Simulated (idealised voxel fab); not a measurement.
A process module follows: voxel gate over fins.
The width of the displayed cross-section, cut, is 220 nm; its cells are square, with a size of 5 nm.
Square cells in a grid make up a cross-section in this document, and the grid is given as bands, listed from the top down, each one or more rows of cells.
What a band's entry tells you: where the top is and where the bottom is, as heights in nm, and after that what lies inside, material by material from left to right, each with its width in nm. Empty space is written as the word "empty", and a single material marked with the word "all across" occupies the band from edge to edge.
Where do heights start? At 0: under that level the wafer as delivered is made of one material only. And the lowest band has no floor; it just carries on downward, as in "from 0 down".
Think of "30 to 40" as a width that walks from the first number to the second as you go down the band, top row to bottom row, taking equal-sized steps from row to row.
Take "no alterations made" at face value: in the step it is given for, the cross-section changed in none of its cells.
"Enclosed voids" specifies each empty space that is not open to the top and that occupies no fewer than 8 cells, using the form width x height at distance, the distance measured from the left edge and all three quantities in nm.
Where a step's line continues beyond its settings, the continuation is a remark by the simulator itself on that step.
overlay nm: how far to the right of its planned place the mask lay on this masked step (negative: to the left).
Reading guide: pairs of cross-sections, before and after one process step; after view cut off at lowest changed band; step and settings listed under each pair. Pairs may stem from different runs of this module on the same starting wafer; continuity with the pair above only where the "Ex-ante state" entry states it.

Ex-ante state:
    from 35 to 20 | 50 empty  15 resist  155 empty
    from 20 to 10 | 50 empty  15 aC  155 empty
    from 10 to 0 | 25 SiO2  15 SiN  35 SiO2  15 SiN  35 SiO2  15 SiN  35 SiO2  15 SiN  30 SiO2
    from 0 to -45 | 30 SiO2  5 Si  45 SiO2  5 Si  45 SiO2  5 Si  45 SiO2  5 Si  35 SiO2
    from -45 down | Si all across
    Enclosed voids: none

State After Step:
    from 20 to 10 | 50 empty  15 aC  155 empty
    No changes below 10.
    Enclosed voids: none
The before and after cross-sections above differ by one step: STRIP with etch materials resist

Ex-ante state: the after view from the pair directly above serves as the before view here.

State After Step:
    from 20 to 10 | 50 empty  15 aC  155 empty
    from 10 to 0 | 25 empty  15 SiN  10 empty  15 SiO2  10 empty  15 SiN  35 empty  15 SiN  35 empty  15 SiN  30 empty
    from 0 to -35 | 25 empty  5 SiO2  5 Si  5 SiO2  10 empty  15 SiO2  10 empty  5 SiO2  5 Si  5 SiO2  35 empty  5 SiO2  5 Si  5 SiO2  35 empty  5 SiO2  5 Si  5 SiO2  30 empty
    No changes below -35.
    Enclosed voids: none
The before and after cross-sections above differ by one step: DIRECTIONAL_ETCH with etch materials SiO2, depth nm 45

Ex-ante state: the after view from the pair directly above serves as the before view here.

State After Step:
    from 10 to 0 | 25 empty  15 SiN  10 empty  15 SiO2  10 empty  15 SiN  35 empty  15 SiN  35 empty  15 SiN  30 empty
    No changes below 0.
    Enclosed voids: none
The before and after cross-sections above differ by one step: STRIP with etch materials aC

Ex-ante state: the after view from the pair directly above serves as the before view here.

State After Step:
    from 15 to 10 | 20 empty  75 TiN  25 empty  25 TiN  25 empty  25 TiN  25 empty
    from 10 to 0 | 20 empty  5 TiN  15 SiN  10 TiN  15 SiO2  10 TiN  15 SiN  5 TiN  25 empty  5 TiN  15 SiN  5 TiN  25 empty  5 TiN  15 SiN  5 TiN  25 empty
    from 0 to -30 | 20 empty  5 TiN  5 SiO2  5 Si  5 SiO2  10 TiN  15 SiO2  10 TiN  5 SiO2  5 Si  5 SiO2  5 TiN  25 empty  5 TiN  5 SiO2  5 Si  5 SiO2  5 TiN  25 empty  5 TiN  5 SiO2  5 Si  5 SiO2  5 TiN  25 empty
    from -30 to -35 | 25 TiN  5 SiO2  5 Si  5 SiO2  10 TiN  15 SiO2  10 TiN  5 SiO2  5 Si  5 SiO2  35 TiN  5 SiO2  5 Si  5 SiO2  35 TiN  5 SiO2  5 Si  5 SiO2  30 TiN
    No changes below -35.
    Enclosed voids: none
The before and after cross-sections above differ by one step: CONFORMAL_DEP with material TiN, thk nm 5

Ex-ante state: the after view from the pair directly above serves as the before view here.

State After Step:
    from 25 to 15 | W all across
    from 15 to 10 | 20 W  75 TiN  25 W  25 TiN  25 W  25 TiN  25 W
    from 10 to 0 | 20 W  5 TiN  15 SiN  10 TiN  15 SiO2  10 TiN  15 SiN  5 TiN  25 W  5 TiN  15 SiN  5 TiN  25 W  5 TiN  15 SiN  5 TiN  25 W
    from 0 to -30 | 20 W  5 TiN  5 SiO2  5 Si  5 SiO2  10 TiN  15 SiO2  10 TiN  5 SiO2  5 Si  5 SiO2  5 TiN  25 W  5 TiN  5 SiO2  5 Si  5 SiO2  5 TiN  25 W  5 TiN  5 SiO2  5 Si  5 SiO2  5 TiN  25 W
    No changes below -30.
    Enclosed voids: none
The before and after cross-sections above differ by one step: FILL_DEP with material W, thk nm 10

Ex-ante state: the after view from the pair directly above serves as the before view here.

State After Step:
    from 10 to 0 | 20 W  5 TiN  15 SiN  10 TiN  15 SiO2  10 TiN  15 SiN  5 TiN  25 W  5 TiN  15 SiN  5 TiN  25 W  5 TiN  15 SiN  5 TiN  25 W
    No changes below 0.
    Enclosed voids: none
The before and after cross-sections above differ by one step: CMP with height nm 10

Ex-ante state: the after view from the pair directly above serves as the before view here.

State After Step:
    from 10 to 0 | 25 empty  15 SiN  10 empty  15 SiO2  10 empty  15 SiN  35 empty  15 SiN  35 empty  15 SiN  30 empty
    from 0 to -20 | 25 empty  5 SiO2  5 Si  5 SiO2  10 empty  15 SiO2  10 empty  5 SiO2  5 Si  5 SiO2  35 empty  5 SiO2  5 Si  5 SiO2  35 empty  5 SiO2  5 Si  5 SiO2  30 empty
    No changes below -20.
    Enclosed voids: none
The before and after cross-sections above differ by one step: SELECTIVE_ETCH with etch materials W Ru TiN, depth nm 30

Ex-ante state: the after view from the pair directly above serves as the before view here.

State After Step:
    from 15 to 10 | SiO2 all across
    from 10 to 0 | 25 SiO2  15 SiN  35 SiO2  15 SiN  35 SiO2  15 SiN  35 SiO2  15 SiN  30 SiO2
    from 0 to -20 | 30 SiO2  5 Si  45 SiO2  5 Si  45 SiO2  5 Si  45 SiO2  5 Si  35 SiO2
    No changes below -20.
    Enclosed voids: none
The before and after cross-sections above differ by one step: FILL_DEP with material SiO2, thk nm 5

Ex-ante state: the after view from the pair directly above serves as the before view here.

State After Step:
    from 10 to 0 | 25 SiO2  15 SiN  35 SiO2  15 SiN  35 SiO2  15 SiN  35 SiO2  15 SiN  30 SiO2
    No changes below 0.
    Enclosed voids: none
The before and after cross-sections above differ by one step: CMP with height nm 10

Ex-ante state: the after view from the pair directly above serves as the before view here.

State After Step:
    from 10 to 0 | 25 empty  15 SiN  35 empty  15 SiN  35 empty  15 SiN  35 empty  15 SiN  30 empty
    from 0 to -10 | 30 empty  5 Si  45 empty  5 Si  45 empty  5 Si  45 empty  5 Si  35 empty
    No changes below -10.
    Enclosed voids: none
The before and after cross-sections above differ by one step: SELECTIVE_ETCH with etch materials SiO2, depth nm 20

Ex-ante state: the after view from the pair directly above serves as the before view here.

State After Step:
    from 0 to -10 | 30 empty  5 Si  45 empty  5 Si  45 empty  5 Si  45 empty  5 Si  35 empty
    No changes below -10.
    Enclosed voids: none
The before and after cross-sections above differ by one step: STRIP with etch materials SiN

Ex-ante state: the after view from the pair directly above serves as the before view here.

State After Step:
    from 5 to 0 | 25 empty  15 HfO2  35 empty  15 HfO2  35 empty  15 HfO2  35 empty  15 HfO2  30 empty
    from 0 to -5 | 25 empty  5 HfO2  5 Si  5 HfO2  35 empty  5 HfO2  5 Si  5 HfO2  35 empty  5 HfO2  5 Si  5 HfO2  35 empty  5 HfO2  5 Si  5 HfO2  30 empty
    from -5 to -10 | 30 HfO2  5 Si  45 HfO2  5 Si  45 HfO2  5 Si  45 HfO2  5 Si  35 HfO2
    No changes below -10.
    Enclosed voids: none
The before and after cross-sections above differ by one step: CONFORMAL_DEP with material HfO2, thk nm 5

Ex-ante state: the after view from the pair directly above serves as the before view here.

State After Step:
    from 10 to 5 | 20 empty  25 TiN  25 empty  25 TiN  25 empty  25 TiN  25 empty  25 TiN  25 empty
    from 5 to 0 | 20 empty  5 TiN  15 HfO2  5 TiN  25 empty  5 TiN  15 HfO2  5 TiN  25 empty  5 TiN  15 HfO2  5 TiN  25 empty  5 TiN  15 HfO2  5 TiN  25 empty
    from 0 to -5 | 25 TiN  5 HfO2  5 Si  5 HfO2  35 TiN  5 HfO2  5 Si  5 HfO2  35 TiN  5 HfO2  5 Si  5 HfO2  35 TiN  5 HfO2  5 Si  5 HfO2  30 TiN
    No changes below -5.
    Enclosed voids: none
The before and after cross-sections above differ by one step: CONFORMAL_DEP with material TiN, thk nm 5

Ex-ante state: the after view from the pair directly above serves as the before view here.

State After Step:
    from 25 to 10 | W all across
    from 10 to 5 | 20 W  25 TiN  25 W  25 TiN  25 W  25 TiN  25 W  25 TiN  25 W
    from 5 to 0 | 20 W  5 TiN  15 HfO2  5 TiN  25 W  5 TiN  15 HfO2  5 TiN  25 W  5 TiN  15 HfO2  5 TiN  25 W  5 TiN  15 HfO2  5 TiN  25 W
    No changes below 0.
    Enclosed voids: none
The before and after cross-sections above differ by one step: FILL_DEP with material W, thk nm 15

Ex-ante state: the after view from the pair directly above serves as the before view here.

State After Step:
    from 20 to 10 | W all across
    No changes below 10.
    Enclosed voids: none
The before and after cross-sections above differ by one step: CMP with height nm 20

Ex-ante state: the after view from the pair directly above serves as the before view here.

State After Step:
    from 25 to 20 | SiCN all across
    No changes below 20.
    Enclosed voids: none
The before and after cross-sections above differ by one step: CONFORMAL_DEP with material SiCN, thk nm 5
